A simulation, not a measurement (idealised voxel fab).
The following process module bears the name voxel self aligned vias.
FYI the section here is cut, 280 nm wide, cells are 5 nm squares.
Throughout this document, each cross-section is represented as a grid of square cells and is presented as a sequence of bands enumerated from the top downward, where a band comprises one or more rows of cells.
Each band's line starts with the height of the band's top and of its bottom, in nm. Then come its materials from left to right, each with its width in nm. One material with "full width" fills the band from edge to edge. "blank" is empty space.
Heights from 0 (as-received wafer is one material below). Bottom band endless downward, as "0 nm and below".
Think of "30 to 40" as a width that walks from the first number to the second as you go down the band, top row to bottom row, taking equal-sized steps from row to row.
Any step labelled "identical to before" changed none of the cells in the cross-section.
Look at "Unvented voids" for the closed voids: empty spaces with no open path to the top, sized 8 cells or up. Each is width x height at distance, distance from the left edge, all nm.
On each step's line, the part that comes after the settings is the simulator's own comment on the step.
overlay nm: how far to the right of its planned place the mask lay on this masked step (negative: to the left).
Everything after this point is organized in pairs: a cross-section before one process step, a cross-section after it that shows only as deep as the lowest changed band, and, under the pair, the intervening step with its settings. Because different runs of this module on the same starting wafer can supply different pairs, a pair continues from the pair above it only if its entry headed "Before this step" says so.
[Before this step]
0 nm and below | Si full width
Unvented voids: none
[Step Outcome]
15 nm to 0 nm | SiO2 full width
For the remainder of the cross-section, below 0, there is no change.
Unvented voids: none
Which operation links the two cross-sections above? CONFORMAL_DEP, material SiO2, thk nm 15
Before this step: the after view from the pair directly above serves as the before view here.
[Step Outcome]
20 nm to 15 nm | SiCN full width
For the remainder of the cross-section, below 15, there is no change.
Unvented voids: none
Which operation links the two cross-sections above? CONFORMAL_DEP, material SiCN, thk nm 5
Before this step: the after view from the pair directly above serves as the before view here.
[Step Outcome]
50 nm to 20 nm | lowk full width
For the remainder of the cross-section, below 20, there is no change.
Unvented voids: none
Which operation links the two cross-sections above? DIRECTIONAL_DEP, material lowk, thk nm 30
Before this step: the after view from the pair directly above serves as the before view here.
[Step Outcome]
50 nm to 20 nm | lowk=85, blank=30, lowk=45, blank=30, lowk=90
For the remainder of the cross-section, below 20, there is no change.
Unvented voids: none
Which operation links the two cross-sections above? MASKED_ETCH, tone open, mask id LINES, width nm 30, pitch nm 75, etch materials lowk, depth nm 30, overlay nm 0
Before this step: the after view from the pair directly above serves as the before view here.
[Step Outcome]
55 nm to 50 nm | TiN=90, blank=20, TiN=55, blank=20, TiN=95
50 nm to 25 nm | lowk=85, TiN=5, blank=20, TiN=5, lowk=45, TiN=5, blank=20, TiN=5, lowk=90
25 nm to 20 nm | lowk=85, TiN=30, lowk=45, TiN=30, lowk=90
For the remainder of the cross-section, below 20, there is no change.
Unvented voids: none
Which operation links the two cross-sections above? CONFORMAL_DEP, material TiN, thk nm 5
Before this step: the after view from the pair directly above serves as the before view here.
[Step Outcome]
65 nm to 55 nm | W full width
55 nm to 50 nm | TiN=90, W=20, TiN=55, W=20, TiN=95
50 nm to 25 nm | lowk=85, TiN=5, W=20, TiN=5, lowk=45, TiN=5, W=20, TiN=5, lowk=90
For the remainder of the cross-section, below 25, there is no change.
Unvented voids: none
Which operation links the two cross-sections above? FILL_DEP, material W, thk nm 10
Before this step: the after view from the pair directly above serves as the before view here.
[Step Outcome]
50 nm to 25 nm | lowk=85, TiN=5, W=20, TiN=5, lowk=45, TiN=5, W=20, TiN=5, lowk=90
For the remainder of the cross-section, below 25, there is no change.
Unvented voids: none
Which operation links the two cross-sections above? CMP, height nm 50
Before this step: the after view from the pair directly above serves as the before view here.
[Step Outcome]
50 nm to 40 nm | lowk=85, blank=30, lowk=45, blank=30, lowk=90
For the remainder of the cross-section, below 40, there is no change.
Unvented voids: none
Which operation links the two cross-sections above? SELECTIVE_ETCH, etch materials W Ru TiN, depth nm 10
Before this step: the after view from the pair directly above serves as the before view here.
[Step Outcome]
60 nm to 50 nm | SiN full width
50 nm to 40 nm | lowk=85, SiN=30, lowk=45, SiN=30, lowk=90
For the remainder of the cross-section, below 40, there is no change.
Unvented voids: none
Which operation links the two cross-sections above? FILL_DEP, material SiN, thk nm 10
Before this step: the after view from the pair directly above serves as the before view here.
[Step Outcome]
50 nm to 40 nm | lowk=85, SiN=30, lowk=45, SiN=30, lowk=90
For the remainder of the cross-section, below 40, there is no change.
Unvented voids: none
Which operation links the two cross-sections above? CMP, height nm 50
Before this step: the after view from the pair directly above serves as the before view here.
[Step Outcome]
70 nm to 50 nm | lowk full width
For the remainder of the cross-section, below 50, there is no change.
Unvented voids: none
Which operation links the two cross-sections above? DIRECTIONAL_DEP, material lowk, thk nm 20
Before this step: the after view from the pair directly above serves as the before view here.
[Step Outcome]
70 nm to 50 nm | lowk=75, blank=50, lowk=155
For the remainder of the cross-section, below 50, there is no change.
Unvented voids: none
Which operation links the two cross-sections above? MASKED_ETCH, tone open, mask id VIAS, width nm 50, etch materials lowk, depth nm 20, overlay nm 0
Before this step: the after view from the pair directly above serves as the before view here.
[Step Outcome]
70 nm to 50 nm | lowk=75, blank=50, lowk=155
50 nm to 40 nm | lowk=85, blank=30, lowk=45, SiN=30, lowk=90
For the remainder of the cross-section, below 40, there is no change.
Unvented voids: none
Which operation links the two cross-sections above? MASKED_ETCH, tone open, mask id VIAS, width nm 50, etch materials SiN, depth nm 10, overlay nm 0
Before this step: the after view from the pair directly above serves as the before view here.
[Step Outcome]
75 nm to 70 nm | TiN=80, blank=40, TiN=160
70 nm to 55 nm | lowk=75, TiN=5, blank=40, TiN=5, lowk=155
55 nm to 50 nm | lowk=75, TiN=15, blank=20, TiN=15, lowk=155
50 nm to 45 nm | lowk=85, TiN=5, blank=20, TiN=5, lowk=45, SiN=30, lowk=90
45 nm to 40 nm | lowk=85, TiN=30, lowk=45, SiN=30, lowk=90
For the remainder of the cross-section, below 40, there is no change.
Unvented voids: none
Which operation links the two cross-sections above? CONFORMAL_DEP, material TiN, thk nm 5
Before this step: the after view from the pair directly above serves as the before view here.
[Step Outcome]
80 nm to 75 nm | Ru full width
75 nm to 70 nm | TiN=80, Ru=40, TiN=160
70 nm to 55 nm | lowk=75, TiN=5, Ru=40, TiN=5, lowk=155
55 nm to 50 nm | lowk=75, TiN=15, Ru=20, TiN=15, lowk=155
50 nm to 45 nm | lowk=85, TiN=5, Ru=20, TiN=5, lowk=45, SiN=30, lowk=90
For the remainder of the cross-section, below 45, there is no change.
Unvented voids: none
Which operation links the two cross-sections above? FILL_DEP, material Ru, thk nm 5
Before this step: the after view from the pair directly above serves as the before view here.
[Step Outcome]
70 nm to 55 nm | lowk=75, TiN=5, Ru=40, TiN=5, lowk=155
For the remainder of the cross-section, below 55, there is no change.
Unvented voids: none
Which operation links the two cross-sections above? CMP, height nm 70
Before this step: the after view from the pair directly above serves as the before view here.
[Step Outcome]
75 nm to 70 nm | SiN full width
For the remainder of the cross-section, below 70, there is no change.
Unvented voids: none
Which operation links the two cross-sections above? CONFORMAL_DEP, material SiN, thk nm 5
[Before this step]
0 nm and below | Si full width
Unvented voids: none
[Step Outcome]
5 nm to 0 nm | SiCN full width
For the remainder of the cross-section, below 0, there is no change.
Unvented voids: none
Which operation links the two cross-sections above? CONFORMAL_DEP, material SiCN, thk nm 5
Before this step: the after view from the pair directly above serves as the before view here.
[Step Outcome]
35 nm to 5 nm | lowk full width
For the remainder of the cross-section, below 5, there is no change.
Unvented voids: none
Which operation links the two cross-sections above? DIRECTIONAL_DEP, material lowk, thk nm 30
Before this step: the after view from the pair directly above serves as the before view here.
[Step Outcome]
35 nm to 5 nm | lowk=85, blank=30, lowk=45, blank=30, lowk=90
For the remainder of the cross-section, below 5, there is no change.
Unvented voids: none
Which operation links the two cross-sections above? MASKED_ETCH, tone open, mask id LINES, width nm 30, pitch nm 75, etch materials lowk, depth nm 30, overlay nm 0
Before this step: the after view from the pair directly above serves as the before view here.
[Step Outcome]
40 nm to 35 nm | TiN=90, blank=20, TiN=55, blank=20, TiN=95
35 nm to 10 nm | lowk=85, TiN=5, blank=20, TiN=5, lowk=45, TiN=5, blank=20, TiN=5, lowk=90
10 nm to 5 nm | lowk=85, TiN=30, lowk=45, TiN=30, lowk=90
For the remainder of the cross-section, below 5, there is no change.
Unvented voids: none
Which operation links the two cross-sections above? CONFORMAL_DEP, material TiN, thk nm 5
Before this step: the after view from the pair directly above serves as the before view here.
[Step Outcome]
50 nm to 40 nm | W full width
40 nm to 35 nm | TiN=90, W=20, TiN=55, W=20, TiN=95
35 nm to 10 nm | lowk=85, TiN=5, W=20, TiN=5, lowk=45, TiN=5, W=20, TiN=5, lowk=90
For the remainder of the cross-section, below 10, there is no change.
Unvented voids: none
Which operation links the two cross-sections above? FILL_DEP, material W, thk nm 10
Before this step: the after view from the pair directly above serves as the before view here.
[Step Outcome]
40 nm to 35 nm | TiN=90, W=20, TiN=55, W=20, TiN=95
For the remainder of the cross-section, below 35, there is no change.
Unvented voids: none
Which operation links the two cross-sections above? SELECTIVE_ETCH, etch materials W Ru TiN, depth nm 10
Before this step: the after view from the pair directly above serves as the before view here.
[Step Outcome]
50 nm to 40 nm | SiN full width
For the remainder of the cross-section, below 40, there is no change.
Unvented voids: none
Which operation links the two cross-sections above? FILL_DEP, material SiN, thk nm 10
Before this step: the after view from the pair directly above serves as the before view here.
[Step Outcome]
70 nm to 50 nm | lowk full width
For the remainder of the cross-section, below 50, there is no change.
Unvented voids: none
Which operation links the two cross-sections above? DIRECTIONAL_DEP, material lowk, thk nm 20
Before this step: the after view from the pair directly above serves as the before view here.
[Step Outcome]
70 nm to 50 nm | lowk=75, blank=50, lowk=155
For the remainder of the cross-section, below 50, there is no change.
Unvented voids: none
Which operation links the two cross-sections above? MASKED_ETCH, tone open, mask id VIAS, width nm 50, etch materials lowk, depth nm 20, overlay nm 0
Before this step: the after view from the pair directly above serves as the before view here.
[Step Outcome]
70 nm to 50 nm | lowk=75, blank=50, lowk=155
50 nm to 40 nm | SiN=75, blank=50, SiN=155
For the remainder of the cross-section, below 40, there is no change.
Unvented voids: none
Which operation links the two cross-sections above? MASKED_ETCH, tone open, mask id VIAS, width nm 50, etch materials SiN, depth nm 10, overlay nm 0
Before this step: the after view from the pair directly above serves as the before view here.
[Step Outcome]
75 nm to 70 nm | TiN=80, blank=40, TiN=160
70 nm to 50 nm | lowk=75, TiN=5, blank=40, TiN=5, lowk=155
50 nm to 45 nm | SiN=75, TiN=5, blank=40, TiN=5, SiN=155
45 nm to 40 nm | SiN=75, TiN=50, SiN=155
For the remainder of the cross-section, below 40, there is no change.
Unvented voids: none
Which operation links the two cross-sections above? CONFORMAL_DEP, material TiN, thk nm 5
Before this step: the after view from the pair directly above serves as the before view here.
[Step Outcome]
80 nm to 75 nm | Ru full width
75 nm to 70 nm | TiN=80, Ru=40, TiN=160
70 nm to 50 nm | lowk=75, TiN=5, Ru=40, TiN=5, lowk=155
50 nm to 45 nm | SiN=75, TiN=5, Ru=40, TiN=5, SiN=155
For the remainder of the cross-section, below 45, there is no change.
Unvented voids: none
Which operation links the two cross-sections above? FILL_DEP, material Ru, thk nm 5
Before this step: the after view from the pair directly above serves as the before view here.
[Step Outcome]
70 nm to 50 nm | lowk=75, TiN=5, Ru=40, TiN=5, lowk=155
For the remainder of the cross-section, below 50, there is no change.
Unvented voids: none
Which operation links the two cross-sections above? CMP, height nm 70
Before this step: the after view from the pair directly above serves as the before view here.
[Step Outcome]
75 nm to 70 nm | SiN full width
For the remainder of the cross-section, below 70, there is no change.
Unvented voids: none
Which operation links the two cross-sections above? CONFORMAL_DEP, material SiN, thk nm 5
[Before this step]
70 nm to 50 nm | lowk=75, blank=50, lowk=155
50 nm to 40 nm | lowk=85, SiN=30, lowk=45, SiN=30, lowk=90
40 nm to 25 nm | lowk=85, TiN=5, W=20, TiN=5, lowk=45, TiN=5, W=20, TiN=5, lowk=90
25 nm to 20 nm | lowk=85, TiN=30, lowk=45, TiN=30, lowk=90
20 nm to 15 nm | SiCN full width
15 nm to 0 nm | SiO2 full width
0 nm and below | Si full width
Unvented voids: none
[Step Outcome]
70 nm to 50 nm | lowk=75, blank=50, lowk=155
50 nm to 40 nm | lowk=75, blank=10, SiN=30, blank=10, lowk=35, SiN=30, lowk=90
40 nm to 30 nm | lowk=75, blank=10, TiN=5, W=20, TiN=5, blank=10, lowk=35, TiN=5, W=20, TiN=5, lowk=90
For the remainder of the cross-section, below 30, there is no change.
Unvented voids: none
Which operation links the two cross-sections above? MASKED_ETCH, tone open, mask id VIAS, width nm 50, etch materials lowk, depth nm 20, overlay nm 0
Before this step: the after view from the pair directly above serves as the before view here.
[Step Outcome]
70 nm to 50 nm | lowk=75, blank=50, lowk=155
50 nm to 40 nm | lowk=75, blank=50, lowk=35, SiN=30, lowk=90
For the remainder of the cross-section, below 40, there is no change.
Unvented voids: none
Which operation links the two cross-sections above? MASKED_ETCH, tone open, mask id VIAS, width nm 50, etch materials SiN, depth nm 10, overlay nm 0
Before this step: the after view from the pair directly above serves as the before view here.
[Step Outcome]
75 nm to 70 nm | TiN=80, blank=40, TiN=160
70 nm to 50 nm | lowk=75, TiN=5, blank=40, TiN=5, lowk=155
50 nm to 45 nm | lowk=75, TiN=5, blank=40, TiN=5, lowk=35, SiN=30, lowk=90
45 nm to 40 nm | lowk=75, TiN=50, lowk=35, SiN=30, lowk=90
40 nm to 30 nm | lowk=75, TiN=15, W=20, TiN=15, lowk=35, TiN=5, W=20, TiN=5, lowk=90
For the remainder of the cross-section, below 30, there is no change.
Unvented voids: none
Which operation links the two cross-sections above? CONFORMAL_DEP, material TiN, thk nm 5
Before this step: the after view from the pair directly above serves as the before view here.
[Step Outcome]
80 nm to 75 nm | Ru full width
75 nm to 70 nm | TiN=80, Ru=40, TiN=160
70 nm to 50 nm | lowk=75, TiN=5, Ru=40, TiN=5, lowk=155
50 nm to 45 nm | lowk=75, TiN=5, Ru=40, TiN=5, lowk=35, SiN=30, lowk=90
For the remainder of the cross-section, below 45, there is no change.
Unvented voids: none
Which operation links the two cross-sections above? FILL_DEP, material Ru, thk nm 5
Before this step: the after view from the pair directly above serves as the before view here.
[Step Outcome]
70 nm to 50 nm | lowk=75, TiN=5, Ru=40, TiN=5, lowk=155
For the remainder of the cross-section, below 50, there is no change.
Unvented voids: none
Which operation links the two cross-sections above? CMP, height nm 70
Before this step: the after view from the pair directly above serves as the before view here.
[Step Outcome]
75 nm to 70 nm | SiN full width
For the remainder of the cross-section, below 70, there is no change.
Unvented voids: none
Which operation links the two cross-sections above? CONFORMAL_DEP, material SiN, thk nm 5
[Before this step]
5 nm to 0 nm | SiCN full width
0 nm and below | Si full width
Unvented voids: none
[Step Outcome]
20 nm to 5 nm | SiO2 full width
For the remainder of the cross-section, below 5, there is no change.
Unvented voids: none
Which operation links the two cross-sections above? CONFORMAL_DEP, material SiO2, thk nm 15
Before this step: the after view from the pair directly above serves as the before view here.
[Step Outcome]
50 nm to 20 nm | lowk full width
For the remainder of the cross-section, below 20, there is no change.
Unvented voids: none
Which operation links the two cross-sections above? DIRECTIONAL_DEP, material lowk, thk nm 30
Before this step: the after view from the pair directly above serves as the before view here.
[Step Outcome]
50 nm to 20 nm | lowk=85, blank=30, lowk=45, blank=30, lowk=90
For the remainder of the cross-section, below 20, there is no change.
Unvented voids: none
Which operation links the two cross-sections above? MASKED_ETCH, tone open, mask id LINES, width nm 30, pitch nm 75, etch materials lowk, depth nm 30, overlay nm 0
Before this step: the after view from the pair directly above serves as the before view here.
[Step Outcome]
55 nm to 50 nm | TiN=90, blank=20, TiN=55, blank=20, TiN=95
50 nm to 25 nm | lowk=85, TiN=5, blank=20, TiN=5, lowk=45, TiN=5, blank=20, TiN=5, lowk=90
25 nm to 20 nm | lowk=85, TiN=30, lowk=45, TiN=30, lowk=90
For the remainder of the cross-section, below 20, there is no change.
Unvented voids: none
Which operation links the two cross-sections above? CONFORMAL_DEP, material TiN, thk nm 5
Before this step: the after view from the pair directly above serves as the before view here.
[Step Outcome]
65 nm to 55 nm | W full width
55 nm to 50 nm | TiN=90, W=20, TiN=55, W=20, TiN=95
50 nm to 25 nm | lowk=85, TiN=5, W=20, TiN=5, lowk=45, TiN=5, W=20, TiN=5, lowk=90
For the remainder of the cross-section, below 25, there is no change.
Unvented voids: none
Which operation links the two cross-sections above? FILL_DEP, material W, thk nm 10
Before this step: the after view from the pair directly above serves as the before view here.
[Step Outcome]
50 nm to 25 nm | lowk=85, TiN=5, W=20, TiN=5, lowk=45, TiN=5, W=20, TiN=5, lowk=90
For the remainder of the cross-section, below 25, there is no change.
Unvented voids: none
Which operation links the two cross-sections above? CMP, height nm 50
Before this step: the after view from the pair directly above serves as the before view here.
[Step Outcome]
50 nm to 40 nm | lowk=85, blank=30, lowk=45, blank=30, lowk=90
For the remainder of the cross-section, below 40, there is no change.
Unvented voids: none
Which operation links the two cross-sections above? SELECTIVE_ETCH, etch materials W Ru TiN, depth nm 10
Before this step: the after view from the pair directly above serves as the before view here.
[Step Outcome]
60 nm to 50 nm | SiN full width
50 nm to 40 nm | lowk=85, SiN=30, lowk=45, SiN=30, lowk=90
For the remainder of the cross-section, below 40, there is no change.
Unvented voids: none
Which operation links the two cross-sections above? FILL_DEP, material SiN, thk nm 10
Before this step: the after view from the pair directly above serves as the before view here.
[Step Outcome]
50 nm to 40 nm | lowk=85, SiN=30, lowk=45, SiN=30, lowk=90
For the remainder of the cross-section, below 40, there is no change.
Unvented voids: none
Which operation links the two cross-sections above? CMP, height nm 50
Before this step: the after view from the pair directly above serves as the before view here.
[Step Outcome]
70 nm to 50 nm | lowk full width
For the remainder of the cross-section, below 50, there is no change.
Unvented voids: none
Which operation links the two cross-sections above? DIRECTIONAL_DEP, material lowk, thk nm 20
Before this step: the after view from the pair directly above serves as the before view here.
[Step Outcome]
70 nm to 50 nm | lowk=75, blank=50, lowk=155
For the remainder of the cross-section, below 50, there is no change.
Unvented voids: none
Which operation links the two cross-sections above? MASKED_ETCH, tone open, mask id VIAS, width nm 50, etch materials lowk, depth nm 20, overlay nm 0
Before this step: the after view from the pair directly above serves as the before view here.
[Step Outcome]
70 nm to 50 nm | lowk=75, blank=50, lowk=155
50 nm to 40 nm | lowk=85, blank=30, lowk=45, SiN=30, lowk=90
For the remainder of the cross-section, below 40, there is no change.
Unvented voids: none
Which operation links the two cross-sections above? MASKED_ETCH, tone open, mask id VIAS, width nm 50, etch materials SiN, depth nm 10, overlay nm 0
Before this step: the after view from the pair directly above serves as the before view here.
[Step Outcome]
75 nm to 70 nm | TiN=80, blank=40, TiN=160
70 nm to 55 nm | lowk=75, TiN=5, blank=40, TiN=5, lowk=155
55 nm to 50 nm | lowk=75, TiN=15, blank=20, TiN=15, lowk=155
50 nm to 45 nm | lowk=85, TiN=5, blank=20, TiN=5, lowk=45, SiN=30, lowk=90
45 nm to 40 nm | lowk=85, TiN=30, lowk=45, SiN=30, lowk=90
For the remainder of the cross-section, below 40, there is no change.
Unvented voids: none
Which operation links the two cross-sections above? CONFORMAL_DEP, material TiN, thk nm 5
Before this step: the after view from the pair directly above serves as the before view here.
[Step Outcome]
80 nm to 75 nm | Ru full width
75 nm to 70 nm | TiN=80, Ru=40, TiN=160
70 nm to 55 nm | lowk=75, TiN=5, Ru=40, TiN=5, lowk=155
55 nm to 50 nm | lowk=75, TiN=15, Ru=20, TiN=15, lowk=155
50 nm to 45 nm | lowk=85, TiN=5, Ru=20, TiN=5, lowk=45, SiN=30, lowk=90
For the remainder of the cross-section, below 45, there is no change.
Unvented voids: none
Which operation links the two cross-sections above? FILL_DEP, material Ru, thk nm 5
Before this step: the after view from the pair directly above serves as the before view here.
[Step Outcome]
70 nm to 55 nm | lowk=75, TiN=5, Ru=40, TiN=5, lowk=155
For the remainder of the cross-section, below 55, there is no change.
Unvented voids: none
Which operation links the two cross-sections above? CMP, height nm 70
Before this step: the after view from the pair directly above serves as the before view here.
[Step Outcome]
75 nm to 70 nm | SiN full width
For the remainder of the cross-section, below 70, there is no change.
Unvented voids: none
Which operation links the two cross-sections above? CONFORMAL_DEP, material SiN, thk nm 5
[Before this step]
70 nm to 50 nm | lowk=75, blank=50, lowk=155
50 nm to 40 nm | lowk=85, SiN=30, lowk=45, SiN=30, lowk=90
40 nm to 25 nm | lowk=85, TiN=5, W=20, TiN=5, lowk=45, TiN=5, W=20, TiN=5, lowk=90
25 nm to 20 nm | lowk=85, TiN=30, lowk=45, TiN=30, lowk=90
20 nm to 15 nm | SiCN full width
15 nm to 0 nm | SiO2 full width
0 nm and below | Si full width
Unvented voids: none
[Step Outcome]
70 nm to 50 nm | lowk=75, blank=50, lowk=155
50 nm to 45 nm | lowk=85, blank=30, lowk=45, SiN=30, lowk=90
For the remainder of the cross-section, below 45, there is no change.
Unvented voids: none
Which operation links the two cross-sections above? MASKED_ETCH, tone open, mask id VIAS, width nm 50, etch materials SiN, depth nm 5, overlay nm 0
Before this step: the after view from the pair directly above serves as the before view here.
[Step Outcome]
75 nm to 70 nm | TiN=80, blank=40, TiN=160
70 nm to 55 nm | lowk=75, TiN=5, blank=40, TiN=5, lowk=155
55 nm to 50 nm | lowk=75, TiN=15, blank=20, TiN=15, lowk=155
50 nm to 45 nm | lowk=85, TiN=30, lowk=45, SiN=30, lowk=90
For the remainder of the cross-section, below 45, there is no change.
Unvented voids: none
Which operation links the two cross-sections above? CONFORMAL_DEP, material TiN, thk nm 5
Before this step: the after view from the pair directly above serves as the before view here.
[Step Outcome]
80 nm to 75 nm | Ru full width
75 nm to 70 nm | TiN=80, Ru=40, TiN=160
70 nm to 55 nm | lowk=75, TiN=5, Ru=40, TiN=5, lowk=155
55 nm to 50 nm | lowk=75, TiN=15, Ru=20, TiN=15, lowk=155
For the remainder of the cross-section, below 50, there is no change.
Unvented voids: none
Which operation links the two cross-sections above? FILL_DEP, material Ru, thk nm 5
Before this step: the after view from the pair directly above serves as the before view here.
[Step Outcome]
70 nm to 55 nm | lowk=75, TiN=5, Ru=40, TiN=5, lowk=155
For the remainder of the cross-section, below 55, there is no change.
Unvented voids: none
Which operation links the two cross-sections above? CMP, height nm 70
Before this step: the after view from the pair directly above serves as the before view here.
[Step Outcome]
75 nm to 70 nm | SiN full width
For the remainder of the cross-section, below 70, there is no change.
Unvented voids: none
Which operation links the two cross-sections above? CONFORMAL_DEP, material SiN, thk nm 5
[Before this step]
70 nm to 50 nm | lowk full width
50 nm to 40 nm | lowk=85, SiN=30, lowk=45, SiN=30, lowk=90
40 nm to 25 nm | lowk=85, TiN=5, W=20, TiN=5, lowk=45, TiN=5, W=20, TiN=5, lowk=90
25 nm to 20 nm | lowk=85, TiN=30, lowk=45, TiN=30, lowk=90
20 nm to 15 nm | SiCN full width
15 nm to 0 nm | SiO2 full width
0 nm and below | Si full width
Unvented voids: none
[Step Outcome]
70 nm to 50 nm | lowk=70, blank=60, lowk=150
For the remainder of the cross-section, below 50, there is no change.
Unvented voids: none
Which operation links the two cross-sections above? MASKED_ETCH, tone open, mask id VIAS, width nm 60, etch materials lowk, depth nm 20, overlay nm 0
Before this step: the after view from the pair directly above serves as the before view here.
[Step Outcome]
70 nm to 50 nm | lowk=70, blank=60, lowk=150
50 nm to 40 nm | lowk=85, blank=30, lowk=45, SiN=30, lowk=90
For the remainder of the cross-section, below 40, there is no change.
Unvented voids: none
Which operation links the two cross-sections above? MASKED_ETCH, tone open, mask id VIAS, width nm 50, etch materials SiN, depth nm 10, overlay nm 0
Before this step: the after view from the pair directly above serves as the before view here.
[Step Outcome]
75 nm to 70 nm | TiN=75, blank=50, TiN=155
70 nm to 55 nm | lowk=70, TiN=5, blank=50, TiN=5, lowk=150
55 nm to 50 nm | lowk=70, TiN=20, blank=20, TiN=20, lowk=150
50 nm to 45 nm | lowk=85, TiN=5, blank=20, TiN=5, lowk=45, SiN=30, lowk=90
45 nm to 40 nm | lowk=85, TiN=30, lowk=45, SiN=30, lowk=90
For the remainder of the cross-section, below 40, there is no change.
Unvented voids: none
Which operation links the two cross-sections above? CONFORMAL_DEP, material TiN, thk nm 5
Before this step: the after view from the pair directly above serves as the before view here.
[Step Outcome]
80 nm to 75 nm | Ru full width
75 nm to 70 nm | TiN=75, Ru=50, TiN=155
70 nm to 55 nm | lowk=70, TiN=5, Ru=50, TiN=5, lowk=150
55 nm to 50 nm | lowk=70, TiN=20, Ru=20, TiN=20, lowk=150
50 nm to 45 nm | lowk=85, TiN=5, Ru=20, TiN=5, lowk=45, SiN=30, lowk=90
For the remainder of the cross-section, below 45, there is no change.
Unvented voids: none
Which operation links the two cross-sections above? FILL_DEP, material Ru, thk nm 5
Before this step: the after view from the pair directly above serves as the before view here.
[Step Outcome]
70 nm to 55 nm | lowk=70, TiN=5, Ru=50, TiN=5, lowk=150
For the remainder of the cross-section, below 55, there is no change.
Unvented voids: none
Which operation links the two cross-sections above? CMP, height nm 70
Before this step: the after view from the pair directly above serves as the before view here.
[Step Outcome]
75 nm to 70 nm | SiN full width
For the remainder of the cross-section, below 70, there is no change.
Unvented voids: none
Which operation links the two cross-sections above? CONFORMAL_DEP, material SiN, thk nm 5
[Before this step]
70 nm to 50 nm | lowk full width
50 nm to 40 nm | lowk=85, SiN=30, lowk=45, SiN=30, lowk=90
40 nm to 25 nm | lowk=85, TiN=5, W=20, TiN=5, lowk=45, TiN=5, W=20, TiN=5, lowk=90
25 nm to 20 nm | lowk=85, TiN=30, lowk=45, TiN=30, lowk=90
20 nm to 15 nm | SiCN full width
15 nm to 0 nm | SiO2 full width
0 nm and below | Si full width
Unvented voids: none
[Step Outcome]
70 nm to 50 nm | lowk=70, blank=50, lowk=160
For the remainder of the cross-section, below 50, there is no change.
Unvented voids: none
Which operation links the two cross-sections above? MASKED_ETCH, tone open, mask id VIAS, width nm 50, etch materials lowk, depth nm 20, overlay nm -5
Before this step: the after view from the pair directly above serves as the before view here.
[Step Outcome]
70 nm to 50 nm | lowk=70, blank=50, lowk=160
50 nm to 40 nm | lowk=85, blank=30, lowk=45, SiN=30, lowk=90
For the remainder of the cross-section, below 40, there is no change.
Unvented voids: none
Which operation links the two cross-sections above? MASKED_ETCH, tone open, mask id VIAS, width nm 50, etch materials SiN, depth nm 10, overlay nm 0
Before this step: the after view from the pair directly above serves as the before view here.
[Step Outcome]
75 nm to 70 nm | TiN=75, blank=40, TiN=165
70 nm to 55 nm | lowk=70, TiN=5, blank=40, TiN=5, lowk=160
55 nm to 50 nm | lowk=70, TiN=20, blank=20, TiN=10, lowk=160
50 nm to 45 nm | lowk=85, TiN=5, blank=20, TiN=5, lowk=45, SiN=30, lowk=90
45 nm to 40 nm | lowk=85, TiN=30, lowk=45, SiN=30, lowk=90
For the remainder of the cross-section, below 40, there is no change.
Unvented voids: none
Which operation links the two cross-sections above? CONFORMAL_DEP, material TiN, thk nm 5
Before this step: the after view from the pair directly above serves as the before view here.
[Step Outcome]
80 nm to 75 nm | Ru full width
75 nm to 70 nm | TiN=75, Ru=40, TiN=165
70 nm to 55 nm | lowk=70, TiN=5, Ru=40, TiN=5, lowk=160
55 nm to 50 nm | lowk=70, TiN=20, Ru=20, TiN=10, lowk=160
50 nm to 45 nm | lowk=85, TiN=5, Ru=20, TiN=5, lowk=45, SiN=30, lowk=90
For the remainder of the cross-section, below 45, there is no change.
Unvented voids: none
Which operation links the two cross-sections above? FILL_DEP, material Ru, thk nm 5
Before this step: the after view from the pair directly above serves as the before view here.
[Step Outcome]
70 nm to 55 nm | lowk=70, TiN=5, Ru=40, TiN=5, lowk=160
For the remainder of the cross-section, below 55, there is no change.
Unvented voids: none
Which operation links the two cross-sections above? CMP, height nm 70
Before this step: the after view from the pair directly above serves as the before view here.
[Step Outcome]
75 nm to 70 nm | SiN full width
For the remainder of the cross-section, below 70, there is no change.
Unvented voids: none
Which operation links the two cross-sections above? CONFORMAL_DEP, material SiN, thk nm 5
[Before this step]
70 nm to 50 nm | lowk=75, blank=50, lowk=155
50 nm to 40 nm | lowk=85, blank=30, lowk=45, SiN=30, lowk=90
40 nm to 25 nm | lowk=85, TiN=5, W=20, TiN=5, lowk=45, TiN=5, W=20, TiN=5, lowk=90
25 nm to 20 nm | lowk=85, TiN=30, lowk=45, TiN=30, lowk=90
20 nm to 15 nm | SiCN full width
15 nm to 0 nm | SiO2 full width
0 nm and below | Si full width
Unvented voids: none
[Step Outcome]
75 nm to 70 nm | SiCN=80, blank=40, SiCN=160
70 nm to 55 nm | lowk=75, SiCN=5, blank=40, SiCN=5, lowk=155
55 nm to 50 nm | lowk=75, SiCN=15, blank=20, SiCN=15, lowk=155
50 nm to 45 nm | lowk=85, SiCN=5, blank=20, SiCN=5, lowk=45, SiN=30, lowk=90
45 nm to 40 nm | lowk=85, SiCN=30, lowk=45, SiN=30, lowk=90
For the remainder of the cross-section, below 40, there is no change.
Unvented voids: none
Which operation links the two cross-sections above? CONFORMAL_DEP, material SiCN, thk nm 5
Before this step: the after view from the pair directly above serves as the before view here.
[Step Outcome]
80 nm to 75 nm | Ru full width
75 nm to 70 nm | SiCN=80, Ru=40, SiCN=160
70 nm to 55 nm | lowk=75, SiCN=5, Ru=40, SiCN=5, lowk=155
55 nm to 50 nm | lowk=75, SiCN=15, Ru=20, SiCN=15, lowk=155
50 nm to 45 nm | lowk=85, SiCN=5, Ru=20, SiCN=5, lowk=45, SiN=30, lowk=90
For the remainder of the cross-section, below 45, there is no change.
Unvented voids: none
Which operation links the two cross-sections above? FILL_DEP, material Ru, thk nm 5
Before this step: the after view from the pair directly above serves as the before view here.
[Step Outcome]
70 nm to 55 nm | lowk=75, SiCN=5, Ru=40, SiCN=5, lowk=155
For the remainder of the cross-section, below 55, there is no change.
Unvented voids: none
Which operation links the two cross-sections above? CMP, height nm 70
Before this step: the after view from the pair directly above serves as the before view here.
[Step Outcome]
75 nm to 70 nm | SiN full width
For the remainder of the cross-section, below 70, there is no change.
Unvented voids: none
Which operation links the two cross-sections above? CONFORMAL_DEP, material SiN, thk nm 5
